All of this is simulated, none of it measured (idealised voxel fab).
Documented hereafter: the process module known as voxel ribs on slabs.
For reference, the cross-section in this document is cut, with width 160 nm and square cells of 5 nm.
For the purposes of this document, a cross-section shall be understood as a grid of square cells, specified as bands listed in top-to-bottom order, each band consisting of one or more rows of cells.
What a band's entry tells you: where the top is and where the bottom is, as heights in nm, and after that what lies inside, material by material from left to right, each with its width in nm. Empty space is written as the word "blank", and a single material marked with the word "everywhere" occupies the band from edge to edge.
Heights are expressed relative to 0, this being the level below which the as-received wafer comprises one material exclusively. The lowest band is unbounded in the downward direction and is denoted as in "0 -> down".
Width "30->40": first value at the band's top row of cells, second value at its bottom row, equal change from row to row.
Given "no change" for a step, no cell of the cross-section differs between before and after that step.
"Trapped cavities" contains a list of empty spaces, each no smaller than 8 cells and without an open way to the top, written in the form width x height at distance with the distance from the left edge and all three in nm.
Anything after a step's settings on that line? It's the simulator's own note about the step.
What "overlay nm" on a step's line means: if the step has a mask, that mask lay this far to the right of its planned place, or, when the value is negative, to the left.

-- These are the steps we planned for the process
1: RECEIVE: material Si
2: DIRECTIONAL_DEP: material SiO2, thk nm 20
3: DIRECTIONAL_DEP: material polySi, thk nm 20
4: MASKED_ETCH: tone cover, mask id RIB, width nm 30, etch materials polySi, depth nm 5, overlay nm 0
5: PATTERN: tone cover, mask id SLAB, material resist, width nm 80, thk nm 20, overlay nm 0
6: DIRECTIONAL_ETCH: etch materials polySi, depth nm 15
7: STRIP: etch materials resist
8: FILL_DEP: material SiO2, thk nm 20
9: CMP: height nm 55
10: DIRECTIONAL_DEP: material W, thk nm 10
11: MASKED_ETCH: tone cover, mask id HEATER, width nm 40, etch materials W, depth nm 10, overlay nm 0
12: CONFORMAL_DEP: material SiN, thk nm 5

-- Wafer cross-section on receipt, i.e. after step 1
    0 -> down  Si everywhere
    Trapped cavities: none

-- The first of the two wafers as seen in cross-section once the module was finished; processing followed the plan
    70 -> 65  55 of blank; 50 of SiN; 55 of blank
    65 -> 60  55 of blank; 5 of SiN; 40 of W; 5 of SiN; 55 of blank
    60 -> 55  60 of SiN; 40 of W; 60 of SiN
    55 -> 40  SiO2 everywhere
    40 -> 35  65 of SiO2; 30 of polySi; 65 of SiO2
    35 -> 20  40 of SiO2; 80 of polySi; 40 of SiO2
    20 -> 0  SiO2 everywhere
    0 -> down  Si everywhere
    Trapped cavities: none

-- second wafer at the end: like start, like plan, one mistake
    70 -> 65  60 of blank; 40 of SiN; 60 of blank
    65 -> 60  60 of blank; 5 of SiN; 30 of W; 5 of SiN; 60 of blank
    60 -> 55  65 of SiN; 30 of W; 65 of SiN
    55 -> 40  SiO2 everywhere
    40 -> 35  65 of SiO2; 30 of polySi; 65 of SiO2
    35 -> 20  40 of SiO2; 80 of polySi; 40 of SiO2
    20 -> 0  SiO2 everywhere
    0 -> down  Si everywhere
    Trapped cavities: none
Plan not followed: step 11 did not happen as planned, as run it was MASKED_ETCH: tone cover, mask id HEATER, width nm 30, etch materials W, depth nm 10, overlay nm 0
Wrapping up, a cell-based count of both wafers puts the second over or under the first for these materials: -4 W
